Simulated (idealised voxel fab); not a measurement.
process module | voxel gate over fins
cross-section cut | 265 nm wide | cells 5 nm
A cross-section is a grid of square cells, given in bands from the top down. A band is one or more rows of cells.
Each band's line starts with the height of the band's top and of its bottom, in nm. Then come its materials from left to right, each with its width in nm. One material with "throughout" fills the band from edge to edge. "air" is empty space.
Height 0 is the level under which the wafer as received is all one material. The lowest band goes on downwards, as in "0 down".
A width such as "30 to 40" changes by the same amount from each row of cells to the next, from the band's top row to its bottom row.
"no change" after a step means that no cell of the cross-section changed.
closed voids: empty space of 8 cells or more with no open way to the top, each as width x height at its distance from the left edge, in nm
after a step's settings: what the simulator itself notes on the step
overlay nm, on a step with a mask: how far to the right of its planned place the mask lay; to the left if negative
plan
1 op RECEIVE | material Si
2 op CONFORMAL_DEP | material SiN | thk nm 5
3 op MASKED_ETCH | tone cover | mask id FINS | width nm 15 | pitch nm 50 | etch materials SiN | depth nm 5 | overlay nm 0
4 op MASKED_ETCH | tone cover | mask id FINS | width nm 15 | pitch nm 50 | etch materials Si | depth nm 35 | overlay nm 0
5 op FILL_DEP | material SiO2 | thk nm 5
6 op CMP | height nm 5
7 op DIRECTIONAL_DEP | material aC | thk nm 15
8 op PATTERN | tone open | mask id RAIL | material resist | width nm 15 | thk nm 35 | overlay nm 0
9 op DIRECTIONAL_ETCH | etch materials aC | depth nm 15
10 op STRIP | etch materials resist
11 op DIRECTIONAL_ETCH | etch materials SiO2 | depth nm 35
12 op STRIP | etch materials aC
13 op CONFORMAL_DEP | material TiN | thk nm 5
14 op FILL_DEP | material W | thk nm 5
15 op CMP | height nm 5
16 op SELECTIVE_ETCH | etch materials W Ru TiN | depth nm 30
17 op FILL_DEP | material SiO2 | thk nm 5
18 op CMP | height nm 5
19 op SELECTIVE_ETCH | etch materials SiO2 | depth nm 20
20 op STRIP | etch materials SiN
21 op CONFORMAL_DEP | material HfO2 | thk nm 5
22 op CONFORMAL_DEP | material TiN | thk nm 5
23 op FILL_DEP | material W | thk nm 15
24 op CMP | height nm 20
25 op CONFORMAL_DEP | material SiN | thk nm 10
as received, after step 1
  0 down: Si throughout
  closed voids: none
first wafer at the end, as planned
  30 to 20: SiN throughout
  20 to 10: W throughout
  10 to 5: W 65 | TiN 35 | W 15 | TiN 35 | W 15 | TiN 35 | W 65
  5 to 0: W 65 | TiN 5 | HfO2 25 | TiN 5 | W 15 | TiN 5 | HfO2 25 | TiN 5 | W 15 | TiN 5 | HfO2 25 | TiN 5 | W 65
  0 to -5: W 65 | TiN 5 | HfO2 5 | Si 15 | HfO2 5 | TiN 5 | W 15 | TiN 5 | HfO2 5 | Si 15 | HfO2 5 | TiN 5 | W 15 | TiN 5 | HfO2 5 | Si 15 | HfO2 5 | TiN 5 | W 65
  -5 to -10: TiN 70 | HfO2 5 | Si 15 | HfO2 5 | TiN 25 | HfO2 5 | Si 15 | HfO2 5 | TiN 25 | HfO2 5 | Si 15 | HfO2 5 | TiN 70
  -10 to -15: HfO2 75 | Si 15 | HfO2 35 | Si 15 | HfO2 35 | Si 15 | HfO2 75
  -15 to -25: SiO2 75 | Si 15 | SiO2 35 | Si 15 | SiO2 35 | Si 15 | SiO2 75
  -25 to -30: SiO2 75 | Si 15 | SiO2 10 | TiN 15 | SiO2 10 | Si 15 | SiO2 35 | Si 15 | SiO2 75
  -30 to -35: SiO2 75 | Si 15 | SiO2 35 | Si 15 | SiO2 35 | Si 15 | SiO2 75
  -35 down: Si throughout
  closed voids: none
second wafer at the end: like start, like plan, one mistake
  30 to 20: SiN throughout
  20 to 10: W throughout
  10 to 5: W 65 | TiN 35 | W 15 | TiN 35 | W 15 | TiN 35 | W 65
  5 to 0: W 65 | TiN 5 | HfO2 25 | TiN 5 | W 15 | TiN 5 | HfO2 25 | TiN 5 | W 15 | TiN 5 | HfO2 25 | TiN 5 | W 65
  0 to -15: W 65 | TiN 5 | HfO2 5 | Si 15 | HfO2 5 | TiN 5 | W 15 | TiN 5 | HfO2 5 | Si 15 | HfO2 5 | TiN 5 | W 15 | TiN 5 | HfO2 5 | Si 15 | HfO2 5 | TiN 5 | W 65
  -15 to -20: W 65 | TiN 5 | HfO2 5 | Si 15 | HfO2 5 | TiN 25 | HfO2 5 | Si 15 | HfO2 5 | TiN 5 | W 15 | TiN 5 | HfO2 5 | Si 15 | HfO2 5 | TiN 5 | W 65
  -20 to -25: W 65 | TiN 5 | HfO2 5 | Si 15 | HfO2 35 | Si 15 | HfO2 5 | TiN 5 | W 15 | TiN 5 | HfO2 5 | Si 15 | HfO2 5 | TiN 5 | W 65
  -25 to -30: TiN 70 | HfO2 5 | Si 15 | HfO2 10 | TiN 15 | HfO2 10 | Si 15 | HfO2 5 | TiN 25 | HfO2 5 | Si 15 | HfO2 5 | TiN 70
  -30 to -35: HfO2 75 | Si 15 | HfO2 15 | SiO2 5 | HfO2 15 | Si 15 | HfO2 35 | Si 15 | HfO2 75
  -35 down: Si throughout
  closed voids: none
what went wrong: step 19 was run twice
at the end the second wafer has, in cells: 30 more of HfO2 | 172 fewer of SiO2 | 20 more of TiN | 122 more of W
